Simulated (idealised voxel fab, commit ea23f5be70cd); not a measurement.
This is a process module. Its name is voxel self aligned contacts.
It is cross-section cut that appears here, measuring 220 nm in width, its square cells being 5 nm in size.
Throughout this document, each cross-section is represented as a grid of square cells and is presented as a sequence of bands enumerated from the top downward, where a band comprises one or more rows of cells. Band: top and bottom heights (nm) first, top before bottom; then materials from left to right, widths in nm. "edge to edge" marks a sole material filling the band edge to edge. "air" denotes empty space. A quick word on heights: they are counted from 0, and under that level the wafer as it came to us is one material throughout. The lowest band is different from the rest in having no bottom; it simply continues downward, written as in "0 nm and below". Width "30->40": first value at the band's top row of cells, second value at its bottom row, equal change from row to row. No cell of the cross-section changed in a step that is given as "left unchanged". This entry, "Enclosed empty spaces", enumerates those empty regions of no fewer than 8 cells that possess no open connection to the top. Each region is reported in the form width x height at distance, the distance being taken from the left edge, with all three quantities expressed in nm. after a step's settings: what the simulator itself notes on the step. The optional step-line setting "overlay nm" applies to steps with a mask and quantifies how far to the right of its planned location the mask lay, a negative value indicating leftward placement.
THE PROCESS STEPS THAT WERE PLANNED ARE LISTED BELOW
1: op RECEIVE | material Si
2: op CONFORMAL_DEP | material SiO2 | thk nm 5
3: op DIRECTIONAL_DEP | material polySi | thk nm 20
4: op DIRECTIONAL_DEP | material SiN | thk nm 15
5: op DIRECTIONAL_DEP | material aC | thk nm 15
6: op PATTERN | tone cover | mask id GATE | material resist | width nm 30 | pitch nm 65 | thk nm 35 | overlay nm 0
7: op DIRECTIONAL_ETCH | etch materials aC | depth nm 15
8: op STRIP | etch materials resist
9: op DIRECTIONAL_ETCH | etch materials SiN | depth nm 15
10: op DIRECTIONAL_ETCH | etch materials polySi | depth nm 20
11: op STRIP | etch materials aC
12: op CONFORMAL_DEP | material SiN | thk nm 5
13: op DIRECTIONAL_ETCH | etch materials SiN | depth nm 5
14: op FILL_DEP | material SiO2 | thk nm 15
15: op CMP | height nm 45
16: op MASKED_ETCH | tone open | mask id CONTACT | width nm 45 | etch materials SiO2 | depth nm 45 | overlay nm 0
17: op CONFORMAL_DEP | material TiN | thk nm 5
18: op FILL_DEP | material Ru | thk nm 10
19: op CMP | height nm 45
20: op CONFORMAL_DEP | material SiCN | thk nm 5
DELIVERED WAFER IN CROSS-SECTION: STATE AFTER STEP 1
* 0 nm and below | Si edge to edge
* Enclosed empty spaces: none
POST-MODULE CROSS-SECTION OF THE FIRST OF TWO WAFERS (RUN PER PLAN)
* 50 nm to 45 nm | SiCN edge to edge
* 45 nm to 40 nm | SiO2 85, then TiN 15, then Ru 15, then TiN 15, then SiO2 90
* 40 nm to 25 nm | SiO2 55, then SiN 40, then TiN 5, then Ru 15, then TiN 5, then SiN 40, then SiO2 60
* 25 nm to 5 nm | SiO2 55, then SiN 5, then polySi 30, then SiN 5, then TiN 5, then Ru 15, then TiN 5, then SiN 5, then polySi 30, then SiN 5, then SiO2 60
* 5 nm to 0 nm | SiO2 95, then TiN 25, then SiO2 100
* 0 nm and below | Si edge to edge
* Enclosed empty spaces: none
END OF MODULE, SECOND WAFER, CROSS-SECTION. STARTED LIKE THE FIRST, PLANNED LIKE THE FIRST, RUN WITH ONE MISTAKE
* 50 nm to 45 nm | SiCN edge to edge
* 45 nm to 40 nm | SiO2 85, then TiN 20, then Ru 10, then TiN 15, then SiO2 90
* 40 nm to 25 nm | SiO2 55, then SiN 45, then TiN 5, then Ru 10, then TiN 5, then SiN 45, then SiO2 55
* 25 nm to 5 nm | SiO2 55, then SiN 5, then polySi 35, then SiN 5, then TiN 5, then Ru 10, then TiN 5, then SiN 5, then polySi 35, then SiN 5, then SiO2 55
* 5 nm to 0 nm | SiO2 100, then TiN 20, then SiO2 100
* 0 nm and below | Si edge to edge
* Enclosed empty spaces: none
Which mistake was made when the wafer was run? step 6: run off-plan, actual operation and settings op PATTERN | tone cover | mask id GATE | material resist | width nm 35 | pitch nm 65 | thk nm 35 | overlay nm 0
Final cells, second wafer relative to first, materials higher or lower: Ru -8, SiN +6, SiO2 -6, polySi +8
